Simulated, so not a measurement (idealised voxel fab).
You're looking at the process module voxel wiring stack.
Square cells of 5 nm make up the cross-section cut, whose width is 255 nm.
Cross-section spec: square-cell grid; bands listed top down; each band is one or more rows. Band: top height; bottom height; in nm. Then, left to right: material with width in nm, for each material. "edge to edge": a single material spanning edge to edge. "blank": empty space. Height reference: 0 = level under which incoming wafer is all one material. Lowest band: no bottom, runs on downward, e.g. "from 0 down". When a width is written as two numbers, as in "30->40", the first number is the width in the top row of cells of the band and the second is the width in its bottom row, and the width changes by the same amount from each row to the next. It should be understood that the words "no alterations made", when stated for a given step, signify that the cross-section underwent no change in any of its cells during that step. Empty spaces without an open route to the top, at least 8 cells in extent, make up the entry "Fully closed voids"; each is given as width x height at distance, where the distance is measured from the left edge, and all are in nm. Past the settings on a step's line: simulator remark, on that step. On any step carrying a mask, the "overlay nm" setting, if present on the step's line, tells how far right of its planned place the mask lay; negative values point to the left. Pairs, read this way: before one process step on the one hand, after it on the other, the after cross-section ending at the lowest band that changed; the step between, settings included, beneath. Same starting wafer throughout, but possibly different runs of this module, so no pair continues from the pair above unless its entry headed "Before-step section" says so.
[Before-step section]
	from 0 down: Si edge to edge
	Fully closed voids: none
[State After Step]
	from 10 to 0: SiO2 edge to edge
	Below 0, the layers are the same as they were.
	Fully closed voids: none
Between before and after as drawn above: CONFORMAL_DEP | material SiO2 | thk nm 10
Before-step section: The pre-step condition corresponds to the post-step cross-section depicted in the pair directly above.
[State After Step]
	from 15 to 10: TiN edge to edge
	Below 10, the layers are the same as they were.
	Fully closed voids: none
Between before and after as drawn above: DIRECTIONAL_DEP | material TiN | thk nm 5
Before-step section: The pre-step condition corresponds to the post-step cross-section depicted in the pair directly above.
[State After Step]
	from 40 to 15: Ru edge to edge
	Below 15, the layers are the same as they were.
	Fully closed voids: none
Between before and after as drawn above: DIRECTIONAL_DEP | material Ru | thk nm 25
Before-step section: The pre-step condition corresponds to the post-step cross-section depicted in the pair directly above.
[State After Step]
	from 60 to 40: blank=45  resist=25  blank=20  resist=25  blank=20  resist=25  blank=20  resist=25  blank=50
	Below 40, the layers are the same as they were.
	Fully closed voids: none
Between before and after as drawn above: PATTERN | tone cover | mask id METAL_1 | material resist | width nm 25 | pitch nm 45 | thk nm 20 | overlay nm 0
Before-step section: The pre-step condition corresponds to the post-step cross-section depicted in the pair directly above.
[State After Step]
	from 60 to 40: blank=45  resist=25  blank=20  resist=25  blank=20  resist=25  blank=20  resist=25  blank=50
	from 40 to 15: blank=45  Ru=25  blank=20  Ru=25  blank=20  Ru=25  blank=20  Ru=25  blank=50
	Below 15, the layers are the same as they were.
	Fully closed voids: none
Between before and after as drawn above: DIRECTIONAL_ETCH | etch materials Ru | depth nm 25
Before-step section: The pre-step condition corresponds to the post-step cross-section depicted in the pair directly above.
[State After Step]
	from 60 to 40: blank=45  resist=25  blank=20  resist=25  blank=20  resist=25  blank=20  resist=25  blank=50
	from 40 to 15: blank=45  Ru=25  blank=20  Ru=25  blank=20  Ru=25  blank=20  Ru=25  blank=50
	from 15 to 10: blank=45  TiN=25  blank=20  TiN=25  blank=20  TiN=25  blank=20  TiN=25  blank=50
	Below 10, the layers are the same as they were.
	Fully closed voids: none
Between before and after as drawn above: DIRECTIONAL_ETCH | etch materials TiN | depth nm 5
Before-step section: The pre-step condition corresponds to the post-step cross-section depicted in the pair directly above.
[State After Step]
	from 40 to 15: blank=45  Ru=25  blank=20  Ru=25  blank=20  Ru=25  blank=20  Ru=25  blank=50
	Below 15, the layers are the same as they were.
	Fully closed voids: none
Between before and after as drawn above: STRIP | etch materials resist
Before-step section: The pre-step condition corresponds to the post-step cross-section depicted in the pair directly above.
[State After Step]
	from 45 to 40: blank=40  SiN=35  blank=10  SiN=35  blank=10  SiN=35  blank=10  SiN=35  blank=45
	from 40 to 15: blank=40  SiN=5  Ru=25  SiN=5  blank=10  SiN=5  Ru=25  SiN=5  blank=10  SiN=5  Ru=25  SiN=5  blank=10  SiN=5  Ru=25  SiN=5  blank=45
	from 15 to 10: SiN=45  TiN=25  SiN=20  TiN=25  SiN=20  TiN=25  SiN=20  TiN=25  SiN=50
	Below 10, the layers are the same as they were.
	Fully closed voids: none
Between before and after as drawn above: CONFORMAL_DEP | material SiN | thk nm 5
Before-step section: The pre-step condition corresponds to the post-step cross-section depicted in the pair directly above.
[State After Step]
	from 50 to 45: lowk edge to edge
	from 45 to 40: lowk=40  SiN=35  lowk=10  SiN=35  lowk=10  SiN=35  lowk=10  SiN=35  lowk=45
	from 40 to 15: lowk=40  SiN=5  Ru=25  SiN=5  lowk=10  SiN=5  Ru=25  SiN=5  lowk=10  SiN=5  Ru=25  SiN=5  lowk=10  SiN=5  Ru=25  SiN=5  lowk=45
	Below 15, the layers are the same as they were.
	Fully closed voids: none
Between before and after as drawn above: FILL_DEP | material lowk | thk nm 5
Before-step section: The pre-step condition corresponds to the post-step cross-section depicted in the pair directly above.
[State After Step]
	from 40 to 15: lowk=40  SiN=5  Ru=25  SiN=5  lowk=10  SiN=5  Ru=25  SiN=5  lowk=10  SiN=5  Ru=25  SiN=5  lowk=10  SiN=5  Ru=25  SiN=5  lowk=45
	Below 15, the layers are the same as they were.
	Fully closed voids: none
Between before and after as drawn above: CMP | height nm 40
Before-step section: The pre-step condition corresponds to the post-step cross-section depicted in the pair directly above.
[State After Step]
	from 45 to 40: SiCN edge to edge
	Below 40, the layers are the same as they were.
	Fully closed voids: none
Between before and after as drawn above: CONFORMAL_DEP | material SiCN | thk nm 5
Before-step section: The pre-step condition corresponds to the post-step cross-section depicted in the pair directly above.
[State After Step]
	from 70 to 45: lowk edge to edge
	Below 45, the layers are the same as they were.
	Fully closed voids: none
Between before and after as drawn above: DIRECTIONAL_DEP | material lowk | thk nm 25
Before-step section: The pre-step condition corresponds to the post-step cross-section depicted in the pair directly above.
[State After Step]
	from 90 to 70: resist=45  blank=25  resist=20  blank=25  resist=20  blank=25  resist=20  blank=25  resist=50
	Below 70, the layers are the same as they were.
	Fully closed voids: none
Between before and after as drawn above: PATTERN | tone open | mask id METAL_2 | material resist | width nm 25 | pitch nm 45 | thk nm 20 | overlay nm 0
Before-step section: The pre-step condition corresponds to the post-step cross-section depicted in the pair directly above.
[State After Step]
	from 90 to 70: resist=45  blank=25  resist=20  blank=25  resist=20  blank=25  resist=20  blank=25  resist=50
	from 70 to 55: lowk=45  blank=25  lowk=20  blank=25  lowk=20  blank=25  lowk=20  blank=25  lowk=50
	Below 55, the layers are the same as they were.
	Fully closed voids: none
Between before and after as drawn above: DIRECTIONAL_ETCH | etch materials lowk | depth nm 15
Before-step section: The pre-step condition corresponds to the post-step cross-section depicted in the pair directly above.
[State After Step]
	from 70 to 55: lowk=45  blank=25  lowk=20  blank=25  lowk=20  blank=25  lowk=20  blank=25  lowk=50
	Below 55, the layers are the same as they were.
	Fully closed voids: none
Between before and after as drawn above: STRIP | etch materials resist
Before-step section: The pre-step condition corresponds to the post-step cross-section depicted in the pair directly above.
[State After Step]
	from 90 to 70: resist=45  blank=15  resist=30  blank=15  resist=30  blank=15  resist=30  blank=15  resist=60
	from 70 to 55: lowk=45  blank=15  resist=10  lowk=20  blank=15  resist=10  lowk=20  blank=15  resist=10  lowk=20  blank=15  resist=10  lowk=50
	Below 55, the layers are the same as they were.
	Fully closed voids: none
Between before and after as drawn above: PATTERN | tone open | mask id METAL_2_HOLES | material resist | width nm 15 | pitch nm 45 | thk nm 20 | overlay nm 0
Before-step section: The pre-step condition corresponds to the post-step cross-section depicted in the pair directly above.
[State After Step]
	from 90 to 70: resist=45  blank=15  resist=30  blank=15  resist=30  blank=15  resist=30  blank=15  resist=60
	from 70 to 55: lowk=45  blank=15  resist=10  lowk=20  blank=15  resist=10  lowk=20  blank=15  resist=10  lowk=20  blank=15  resist=10  lowk=50
	from 55 to 45: lowk=45  blank=15  lowk=30  blank=15  lowk=30  blank=15  lowk=30  blank=15  lowk=60
	Below 45, the layers are the same as they were.
	Fully closed voids: none
Between before and after as drawn above: DIRECTIONAL_ETCH | etch materials lowk | depth nm 10
Before-step section: The pre-step condition corresponds to the post-step cross-section depicted in the pair directly above.
[State After Step]
	from 90 to 70: resist=45  blank=15  resist=30  blank=15  resist=30  blank=15  resist=30  blank=15  resist=60
	from 70 to 55: lowk=45  blank=15  resist=10  lowk=20  blank=15  resist=10  lowk=20  blank=15  resist=10  lowk=20  blank=15  resist=10  lowk=50
	from 55 to 45: lowk=45  blank=15  lowk=30  blank=15  lowk=30  blank=15  lowk=30  blank=15  lowk=60
	from 45 to 40: SiCN=45  blank=15  SiCN=30  blank=15  SiCN=30  blank=15  SiCN=30  blank=15  SiCN=60
	Below 40, the layers are the same as they were.
	Fully closed voids: none
Between before and after as drawn above: DIRECTIONAL_ETCH | etch materials SiCN | depth nm 5
Before-step section: The pre-step condition corresponds to the post-step cross-section depicted in the pair directly above.
[State After Step]
	from 70 to 55: lowk=45  blank=25  lowk=20  blank=25  lowk=20  blank=25  lowk=20  blank=25  lowk=50
	Below 55, the layers are the same as they were.
	Fully closed voids: none
Between before and after as drawn above: STRIP | etch materials resist
Before-step section: The pre-step condition corresponds to the post-step cross-section depicted in the pair directly above.
[State After Step]
	from 75 to 70: TiN=50  blank=15  TiN=30  blank=15  TiN=30  blank=15  TiN=30  blank=15  TiN=55
	from 70 to 60: lowk=45  TiN=5  blank=15  TiN=5  lowk=20  TiN=5  blank=15  TiN=5  lowk=20  TiN=5  blank=15  TiN=5  lowk=20  TiN=5  blank=15  TiN=5  lowk=50
	from 60 to 55: lowk=45  TiN=5  blank=5  TiN=15  lowk=20  TiN=5  blank=5  TiN=15  lowk=20  TiN=5  blank=5  TiN=15  lowk=20  TiN=5  blank=5  TiN=15  lowk=50
	from 55 to 45: lowk=45  TiN=5  blank=5  TiN=5  lowk=30  TiN=5  blank=5  TiN=5  lowk=30  TiN=5  blank=5  TiN=5  lowk=30  TiN=5  blank=5  TiN=5  lowk=60
	from 45 to 40: SiCN=45  TiN=15  SiCN=30  TiN=15  SiCN=30  TiN=15  SiCN=30  TiN=15  SiCN=60
	Below 40, the layers are the same as they were.
	Fully closed voids: none
Between before and after as drawn above: CONFORMAL_DEP | material TiN | thk nm 5
Before-step section: The pre-step condition corresponds to the post-step cross-section depicted in the pair directly above.
[State After Step]
	from 80 to 75: Cu edge to edge
	from 75 to 70: TiN=50  Cu=15  TiN=30  Cu=15  TiN=30  Cu=15  TiN=30  Cu=15  TiN=55
	from 70 to 60: lowk=45  TiN=5  Cu=15  TiN=5  lowk=20  TiN=5  Cu=15  TiN=5  lowk=20  TiN=5  Cu=15  TiN=5  lowk=20  TiN=5  Cu=15  TiN=5  lowk=50
	from 60 to 55: lowk=45  TiN=5  Cu=5  TiN=15  lowk=20  TiN=5  Cu=5  TiN=15  lowk=20  TiN=5  Cu=5  TiN=15  lowk=20  TiN=5  Cu=5  TiN=15  lowk=50
	from 55 to 45: lowk=45  TiN=5  Cu=5  TiN=5  lowk=30  TiN=5  Cu=5  TiN=5  lowk=30  TiN=5  Cu=5  TiN=5  lowk=30  TiN=5  Cu=5  TiN=5  lowk=60
	Below 45, the layers are the same as they were.
	Fully closed voids: none
Between before and after as drawn above: FILL_DEP | material Cu | thk nm 5
Before-step section: The pre-step condition corresponds to the post-step cross-section depicted in the pair directly above.
[State After Step]
	from 70 to 60: lowk=45  TiN=5  Cu=15  TiN=5  lowk=20  TiN=5  Cu=15  TiN=5  lowk=20  TiN=5  Cu=15  TiN=5  lowk=20  TiN=5  Cu=15  TiN=5  lowk=50
	Below 60, the layers are the same as they were.
	Fully closed voids: none
Between before and after as drawn above: CMP | height nm 70
Before-step section: The pre-step condition corresponds to the post-step cross-section depicted in the pair directly above.
[State After Step]
	from 75 to 70: SiN edge to edge
	Below 70, the layers are the same as they were.
	Fully closed voids: none
Between before and after as drawn above: CONFORMAL_DEP | material SiN | thk nm 5
[Before-step section]
	from 70 to 55: lowk=45  blank=25  lowk=20  blank=25  lowk=20  blank=25  lowk=20  blank=25  lowk=50
	from 55 to 45: lowk edge to edge
	from 45 to 40: SiCN edge to edge
	from 40 to 15: lowk=40  SiN=5  Ru=25  SiN=5  lowk=10  SiN=5  Ru=25  SiN=5  lowk=10  SiN=5  Ru=25  SiN=5  lowk=10  SiN=5  Ru=25  SiN=5  lowk=45
	from 15 to 10: SiN=45  TiN=25  SiN=20  TiN=25  SiN=20  TiN=25  SiN=20  TiN=25  SiN=50
	from 10 to 0: SiO2 edge to edge
	from 0 down: Si edge to edge
	Fully closed voids: none
[State After Step]
	from 60 to 45: lowk=45  blank=25  lowk=20  blank=25  lowk=20  blank=25  lowk=20  blank=25  lowk=50
	Below 45, the layers are the same as they were.
	Fully closed voids: none
Between before and after as drawn above: DIRECTIONAL_ETCH | etch materials lowk | depth nm 10
Before-step section: The pre-step condition corresponds to the post-step cross-section depicted in the pair directly above.
[State After Step]
	from 60 to 45: lowk=45  blank=25  lowk=20  blank=25  lowk=20  blank=25  lowk=20  blank=25  lowk=50
	from 45 to 40: SiCN=45  blank=25  SiCN=20  blank=25  SiCN=20  blank=25  SiCN=20  blank=25  SiCN=50
	Below 40, the layers are the same as they were.
	Fully closed voids: none
Between before and after as drawn above: DIRECTIONAL_ETCH | etch materials SiCN | depth nm 5
Before-step section: The pre-step condition corresponds to the post-step cross-section depicted in the pair directly above.
[State After Step]
	from 65 to 60: TiN=50  blank=15  TiN=30  blank=15  TiN=30  blank=15  TiN=30  blank=15  TiN=55
	from 60 to 45: lowk=45  TiN=5  blank=15  TiN=5  lowk=20  TiN=5  blank=15  TiN=5  lowk=20  TiN=5  blank=15  TiN=5  lowk=20  TiN=5  blank=15  TiN=5  lowk=50
	from 45 to 40: SiCN=45  TiN=25  SiCN=20  TiN=25  SiCN=20  TiN=25  SiCN=20  TiN=25  SiCN=50
	Below 40, the layers are the same as they were.
	Fully closed voids: none
Between before and after as drawn above: CONFORMAL_DEP | material TiN | thk nm 5
Before-step section: The pre-step condition corresponds to the post-step cross-section depicted in the pair directly above.
[State After Step]
	from 70 to 65: Cu edge to edge
	from 65 to 60: TiN=50  Cu=15  TiN=30  Cu=15  TiN=30  Cu=15  TiN=30  Cu=15  TiN=55
	from 60 to 45: lowk=45  TiN=5  Cu=15  TiN=5  lowk=20  TiN=5  Cu=15  TiN=5  lowk=20  TiN=5  Cu=15  TiN=5  lowk=20  TiN=5  Cu=15  TiN=5  lowk=50
	Below 45, the layers are the same as they were.
	Fully closed voids: none
Between before and after as drawn above: FILL_DEP | material Cu | thk nm 5
Before-step section: The pre-step condition corresponds to the post-step cross-section depicted in the pair directly above.
[State After Step]
	from 75 to 70: SiN edge to edge
	Below 70, the layers are the same as they were.
	Fully closed voids: none
Between before and after as drawn above: CONFORMAL_DEP | material SiN | thk nm 5
[Before-step section]
	from 70 to 45: lowk edge to edge
	from 45 to 40: SiCN edge to edge
	from 40 to 15: lowk=40  SiN=5  Ru=25  SiN=5  lowk=10  SiN=5  Ru=25  SiN=5  lowk=10  SiN=5  Ru=25  SiN=5  lowk=10  SiN=5  Ru=25  SiN=5  lowk=45
	from 15 to 10: SiN=45  TiN=25  SiN=20  TiN=25  SiN=20  TiN=25  SiN=20  TiN=25  SiN=50
	from 10 to 0: SiO2 edge to edge
	from 0 down: Si edge to edge
	Fully closed voids: none
[State After Step]
	from 95 to 45: lowk edge to edge
	Below 45, the layers are the same as they were.
	Fully closed voids: none
Between before and after as drawn above: DIRECTIONAL_DEP | material lowk | thk nm 25
Before-step section: The pre-step condition corresponds to the post-step cross-section depicted in the pair directly above.
[State After Step]
	from 115 to 95: resist=45  blank=25  resist=20  blank=25  resist=20  blank=25  resist=20  blank=25  resist=50
	Below 95, the layers are the same as they were.
	Fully closed voids: none
Between before and after as drawn above: PATTERN | tone open | mask id METAL_2 | material resist | width nm 25 | pitch nm 45 | thk nm 20 | overlay nm 0
Before-step section: The pre-step condition corresponds to the post-step cross-section depicted in the pair directly above.
[State After Step]
	from 115 to 95: resist=45  blank=25  resist=20  blank=25  resist=20  blank=25  resist=20  blank=25  resist=50
	from 95 to 80: lowk=45  blank=25  lowk=20  blank=25  lowk=20  blank=25  lowk=20  blank=25  lowk=50
	Below 80, the layers are the same as they were.
	Fully closed voids: none
Between before and after as drawn above: DIRECTIONAL_ETCH | etch materials lowk | depth nm 15
Before-step section: The pre-step condition corresponds to the post-step cross-section depicted in the pair directly above.
[State After Step]
	from 95 to 80: lowk=45  blank=25  lowk=20  blank=25  lowk=20  blank=25  lowk=20  blank=25  lowk=50
	Below 80, the layers are the same as they were.
	Fully closed voids: none
Between before and after as drawn above: STRIP | etch materials resist
Before-step section: The pre-step condition corresponds to the post-step cross-section depicted in the pair directly above.
[State After Step]
	from 115 to 95: resist=45  blank=15  resist=30  blank=15  resist=30  blank=15  resist=30  blank=15  resist=60
	from 95 to 80: lowk=45  blank=15  resist=10  lowk=20  blank=15  resist=10  lowk=20  blank=15  resist=10  lowk=20  blank=15  resist=10  lowk=50
	Below 80, the layers are the same as they were.
	Fully closed voids: none
Between before and after as drawn above: PATTERN | tone open | mask id METAL_2_HOLES | material resist | width nm 15 | pitch nm 45 | thk nm 20 | overlay nm 0
Before-step section: The pre-step condition corresponds to the post-step cross-section depicted in the pair directly above.
[State After Step]
	from 115 to 95: resist=45  blank=15  resist=30  blank=15  resist=30  blank=15  resist=30  blank=15  resist=60
	from 95 to 80: lowk=45  blank=15  resist=10  lowk=20  blank=15  resist=10  lowk=20  blank=15  resist=10  lowk=20  blank=15  resist=10  lowk=50
	from 80 to 70: lowk=45  blank=15  lowk=30  blank=15  lowk=30  blank=15  lowk=30  blank=15  lowk=60
	Below 70, the layers are the same as they were.
	Fully closed voids: none
Between before and after as drawn above: DIRECTIONAL_ETCH | etch materials lowk | depth nm 10
Before-step section: The pre-step condition corresponds to the post-step cross-section depicted in the pair directly above.
[State After Step]
	from 95 to 80: lowk=45  blank=25  lowk=20  blank=25  lowk=20  blank=25  lowk=20  blank=25  lowk=50
	Below 80, the layers are the same as they were.
	Fully closed voids: none
Between before and after as drawn above: STRIP | etch materials resist
Before-step section: The pre-step condition corresponds to the post-step cross-section depicted in the pair directly above.
[State After Step]
	from 100 to 95: TiN=50  blank=15  TiN=30  blank=15  TiN=30  blank=15  TiN=30  blank=15  TiN=55
	from 95 to 85: lowk=45  TiN=5  blank=15  TiN=5  lowk=20  TiN=5  blank=15  TiN=5  lowk=20  TiN=5  blank=15  TiN=5  lowk=20  TiN=5  blank=15  TiN=5  lowk=50
	from 85 to 75: lowk=45  TiN=5  blank=5  TiN=15->5  lowk=20->30  TiN=5  blank=5  TiN=15->5  lowk=20->30  TiN=5  blank=5  TiN=15->5  lowk=20->30  TiN=5  blank=5  TiN=15->5  lowk=50->60
	from 75 to 70: lowk=45  TiN=15  lowk=30  TiN=15  lowk=30  TiN=15  lowk=30  TiN=15  lowk=60
	Below 70, the layers are the same as they were.
	Fully closed voids: none
Between before and after as drawn above: CONFORMAL_DEP | material TiN | thk nm 5
Before-step section: The pre-step condition corresponds to the post-step cross-section depicted in the pair directly above.
[State After Step]
	from 105 to 100: Cu edge to edge
	from 100 to 95: TiN=50  Cu=15  TiN=30  Cu=15  TiN=30  Cu=15  TiN=30  Cu=15  TiN=55
	from 95 to 85: lowk=45  TiN=5  Cu=15  TiN=5  lowk=20  TiN=5  Cu=15  TiN=5  lowk=20  TiN=5  Cu=15  TiN=5  lowk=20  TiN=5  Cu=15  TiN=5  lowk=50
	from 85 to 75: lowk=45  TiN=5  Cu=5  TiN=15->5  lowk=20->30  TiN=5  Cu=5  TiN=15->5  lowk=20->30  TiN=5  Cu=5  TiN=15->5  lowk=20->30  TiN=5  Cu=5  TiN=15->5  lowk=50->60
	Below 75, the layers are the same as they were.
	Fully closed voids: none
Between before and after as drawn above: FILL_DEP | material Cu | thk nm 5
Before-step section: The pre-step condition corresponds to the post-step cross-section depicted in the pair directly above.
[State After Step]
	from 70 to 45: lowk edge to edge
	Below 45, the layers are the same as they were.
	Fully closed voids: none
Between before and after as drawn above: CMP | height nm 70
Before-step section: The pre-step condition corresponds to the post-step cross-section depicted in the pair directly above.
[State After Step]
	from 75 to 70: SiN edge to edge
	Below 70, the layers are the same as they were.
	Fully closed voids: none
Between before and after as drawn above: CONFORMAL_DEP | material SiN | thk nm 5
[Before-step section]
	from 10 to 0: SiO2 edge to edge
	from 0 down: Si edge to edge
	Fully closed voids: none
[State After Step]
	from 35 to 10: Ru edge to edge
	Below 10, the layers are the same as they were.
	Fully closed voids: none
Between before and after as drawn above: DIRECTIONAL_DEP | material Ru | thk nm 25
Before-step section: The pre-step condition corresponds to the post-step cross-section depicted in the pair directly above.
[State After Step]
	from 40 to 35: TiN edge to edge
	Below 35, the layers are the same as they were.
	Fully closed voids: none
Between before and after as drawn above: DIRECTIONAL_DEP | material TiN | thk nm 5
Before-step section: The pre-step condition corresponds to the post-step cross-section depicted in the pair directly above.
[State After Step]
	from 60 to 40: blank=45  resist=25  blank=20  resist=25  blank=20  resist=25  blank=20  resist=25  blank=50
	Below 40, the layers are the same as they were.
	Fully closed voids: none
Between before and after as drawn above: PATTERN | tone cover | mask id METAL_1 | material resist | width nm 25 | pitch nm 45 | thk nm 20 | overlay nm 0
Before-step section: The pre-step condition corresponds to the post-step cross-section depicted in the pair directly above.
[State After Step]
	from 60 to 40: blank=45  resist=25  blank=20  resist=25  blank=20  resist=25  blank=20  resist=25  blank=50
	from 40 to 35: blank=45  TiN=25  blank=20  TiN=25  blank=20  TiN=25  blank=20  TiN=25  blank=50
	Below 35, the layers are the same as they were.
	Fully closed voids: none
Between before and after as drawn above: DIRECTIONAL_ETCH | etch materials TiN | depth nm 5
Before-step section: The pre-step condition corresponds to the post-step cross-section depicted in the pair directly above.
[State After Step]
	from 40 to 35: blank=45  TiN=25  blank=20  TiN=25  blank=20  TiN=25  blank=20  TiN=25  blank=50
	Below 35, the layers are the same as they were.
	Fully closed voids: none
Between before and after as drawn above: STRIP | etch materials resist
Before-step section: The pre-step condition corresponds to the post-step cross-section depicted in the pair directly above.
[State After Step]
	from 45 to 40: blank=40  SiN=35  blank=10  SiN=35  blank=10  SiN=35  blank=10  SiN=35  blank=45
	from 40 to 35: SiN=45  TiN=25  SiN=20  TiN=25  SiN=20  TiN=25  SiN=20  TiN=25  SiN=50
	Below 35, the layers are the same as they were.
	Fully closed voids: none
Between before and after as drawn above: CONFORMAL_DEP | material SiN | thk nm 5
Before-step section: The pre-step condition corresponds to the post-step cross-section depicted in the pair directly above.
[State After Step]
	from 50 to 45: lowk edge to edge
	from 45 to 40: lowk=40  SiN=35  lowk=10  SiN=35  lowk=10  SiN=35  lowk=10  SiN=35  lowk=45
	Below 40, the layers are the same as they were.
	Fully closed voids: none
Between before and after as drawn above: FILL_DEP | material lowk | thk nm 5
Before-step section: The pre-step condition corresponds to the post-step cross-section depicted in the pair directly above.
[State After Step]
	from 40 to 35: SiN=45  TiN=25  SiN=20  TiN=25  SiN=20  TiN=25  SiN=20  TiN=25  SiN=50
	Below 35, the layers are the same as they were.
	Fully closed voids: none
Between before and after as drawn above: CMP | height nm 40
Before-step section: The pre-step condition corresponds to the post-step cross-section depicted in the pair directly above.
[State After Step]
	from 45 to 40: SiCN edge to edge
	Below 40, the layers are the same as they were.
	Fully closed voids: none
Between before and after as drawn above: CONFORMAL_DEP | material SiCN | thk nm 5
Before-step section: The pre-step condition corresponds to the post-step cross-section depicted in the pair directly above.
[State After Step]
	from 70 to 45: lowk edge to edge
	Below 45, the layers are the same as they were.
	Fully closed voids: none
Between before and after as drawn above: DIRECTIONAL_DEP | material lowk | thk nm 25
Before-step section: The pre-step condition corresponds to the post-step cross-section depicted in the pair directly above.
[State After Step]
	from 90 to 70: resist=45  blank=25  resist=20  blank=25  resist=20  blank=25  resist=20  blank=25  resist=50
	Below 70, the layers are the same as they were.
	Fully closed voids: none
Between before and after as drawn above: PATTERN | tone open | mask id METAL_2 | material resist | width nm 25 | pitch nm 45 | thk nm 20 | overlay nm 0
Before-step section: The pre-step condition corresponds to the post-step cross-section depicted in the pair directly above.
[State After Step]
	from 90 to 70: resist=45  blank=25  resist=20  blank=25  resist=20  blank=25  resist=20  blank=25  resist=50
	from 70 to 55: lowk=45  blank=25  lowk=20  blank=25  lowk=20  blank=25  lowk=20  blank=25  lowk=50
	Below 55, the layers are the same as they were.
	Fully closed voids: none
Between before and after as drawn above: DIRECTIONAL_ETCH | etch materials lowk | depth nm 15
Before-step section: The pre-step condition corresponds to the post-step cross-section depicted in the pair directly above.
[State After Step]
	from 70 to 55: lowk=45  blank=25  lowk=20  blank=25  lowk=20  blank=25  lowk=20  blank=25  lowk=50
	Below 55, the layers are the same as they were.
	Fully closed voids: none
Between before and after as drawn above: STRIP | etch materials resist
Before-step section: The pre-step condition corresponds to the post-step cross-section depicted in the pair directly above.
[State After Step]
	from 90 to 70: resist=45  blank=15  resist=30  blank=15  resist=30  blank=15  resist=30  blank=15  resist=60
	from 70 to 55: lowk=45  blank=15  resist=10  lowk=20  blank=15  resist=10  lowk=20  blank=15  resist=10  lowk=20  blank=15  resist=10  lowk=50
	Below 55, the layers are the same as they were.
	Fully closed voids: none
Between before and after as drawn above: PATTERN | tone open | mask id METAL_2_HOLES | material resist | width nm 15 | pitch nm 45 | thk nm 20 | overlay nm 0
Before-step section: The pre-step condition corresponds to the post-step cross-section depicted in the pair directly above.
[State After Step]
	from 90 to 70: resist=45  blank=15  resist=30  blank=15  resist=30  blank=15  resist=30  blank=15  resist=60
	from 70 to 55: lowk=45  blank=15  resist=10  lowk=20  blank=15  resist=10  lowk=20  blank=15  resist=10  lowk=20  blank=15  resist=10  lowk=50
	from 55 to 45: lowk=45  blank=15  lowk=30  blank=15  lowk=30  blank=15  lowk=30  blank=15  lowk=60
	Below 45, the layers are the same as they were.
	Fully closed voids: none
Between before and after as drawn above: DIRECTIONAL_ETCH | etch materials lowk | depth nm 10
Before-step section: The pre-step condition corresponds to the post-step cross-section depicted in the pair directly above.
[State After Step]
	from 90 to 70: resist=45  blank=15  resist=30  blank=15  resist=30  blank=15  resist=30  blank=15  resist=60
	from 70 to 55: lowk=45  blank=15  resist=10  lowk=20  blank=15  resist=10  lowk=20  blank=15  resist=10  lowk=20  blank=15  resist=10  lowk=50
	from 55 to 45: lowk=45  blank=15  lowk=30  blank=15  lowk=30  blank=15  lowk=30  blank=15  lowk=60
	from 45 to 40: SiCN=45  blank=15  SiCN=30  blank=15  SiCN=30  blank=15  SiCN=30  blank=15  SiCN=60
	Below 40, the layers are the same as they were.
	Fully closed voids: none
Between before and after as drawn above: DIRECTIONAL_ETCH | etch materials SiCN | depth nm 5
Before-step section: The pre-step condition corresponds to the post-step cross-section depicted in the pair directly above.
[State After Step]
	from 70 to 55: lowk=45  blank=25  lowk=20  blank=25  lowk=20  blank=25  lowk=20  blank=25  lowk=50
	Below 55, the layers are the same as they were.
	Fully closed voids: none
Between before and after as drawn above: STRIP | etch materials resist
Before-step section: The pre-step condition corresponds to the post-step cross-section depicted in the pair directly above.
[State After Step]
	from 75 to 70: TiN=50  blank=15  TiN=30  blank=15  TiN=30  blank=15  TiN=30  blank=15  TiN=55
	from 70 to 60: lowk=45  TiN=5  blank=15  TiN=5  lowk=20  TiN=5  blank=15  TiN=5  lowk=20  TiN=5  blank=15  TiN=5  lowk=20  TiN=5  blank=15  TiN=5  lowk=50
	from 60 to 55: lowk=45  TiN=5  blank=5  TiN=15  lowk=20  TiN=5  blank=5  TiN=15  lowk=20  TiN=5  blank=5  TiN=15  lowk=20  TiN=5  blank=5  TiN=15  lowk=50
	from 55 to 45: lowk=45  TiN=5  blank=5  TiN=5  lowk=30  TiN=5  blank=5  TiN=5  lowk=30  TiN=5  blank=5  TiN=5  lowk=30  TiN=5  blank=5  TiN=5  lowk=60
	from 45 to 40: SiCN=45  TiN=15  SiCN=30  TiN=15  SiCN=30  TiN=15  SiCN=30  TiN=15  SiCN=60
	Below 40, the layers are the same as they were.
	Fully closed voids: none
Between before and after as drawn above: CONFORMAL_DEP | material TiN | thk nm 5
Before-step section: The pre-step condition corresponds to the post-step cross-section depicted in the pair directly above.
[State After Step]
	from 80 to 75: Cu edge to edge
	from 75 to 70: TiN=50  Cu=15  TiN=30  Cu=15  TiN=30  Cu=15  TiN=30  Cu=15  TiN=55
	from 70 to 60: lowk=45  TiN=5  Cu=15  TiN=5  lowk=20  TiN=5  Cu=15  TiN=5  lowk=20  TiN=5  Cu=15  TiN=5  lowk=20  TiN=5  Cu=15  TiN=5  lowk=50
	from 60 to 55: lowk=45  TiN=5  Cu=5  TiN=15  lowk=20  TiN=5  Cu=5  TiN=15  lowk=20  TiN=5  Cu=5  TiN=15  lowk=20  TiN=5  Cu=5  TiN=15  lowk=50
	from 55 to 45: lowk=45  TiN=5  Cu=5  TiN=5  lowk=30  TiN=5  Cu=5  TiN=5  lowk=30  TiN=5  Cu=5  TiN=5  lowk=30  TiN=5  Cu=5  TiN=5  lowk=60
	Below 45, the layers are the same as they were.
	Fully closed voids: none
Between before and after as drawn above: FILL_DEP | material Cu | thk nm 5
Before-step section: The pre-step condition corresponds to the post-step cross-section depicted in the pair directly above.
[State After Step]
	from 70 to 60: lowk=45  TiN=5  Cu=15  TiN=5  lowk=20  TiN=5  Cu=15  TiN=5  lowk=20  TiN=5  Cu=15  TiN=5  lowk=20  TiN=5  Cu=15  TiN=5  lowk=50
	Below 60, the layers are the same as they were.
	Fully closed voids: none
Between before and after as drawn above: CMP | height nm 70
Before-step section: The pre-step condition corresponds to the post-step cross-section depicted in the pair directly above.
[State After Step]
	from 75 to 70: SiN edge to edge
	Below 70, the layers are the same as they were.
	Fully closed voids: none
Between before and after as drawn above: CONFORMAL_DEP | material SiN | thk nm 5
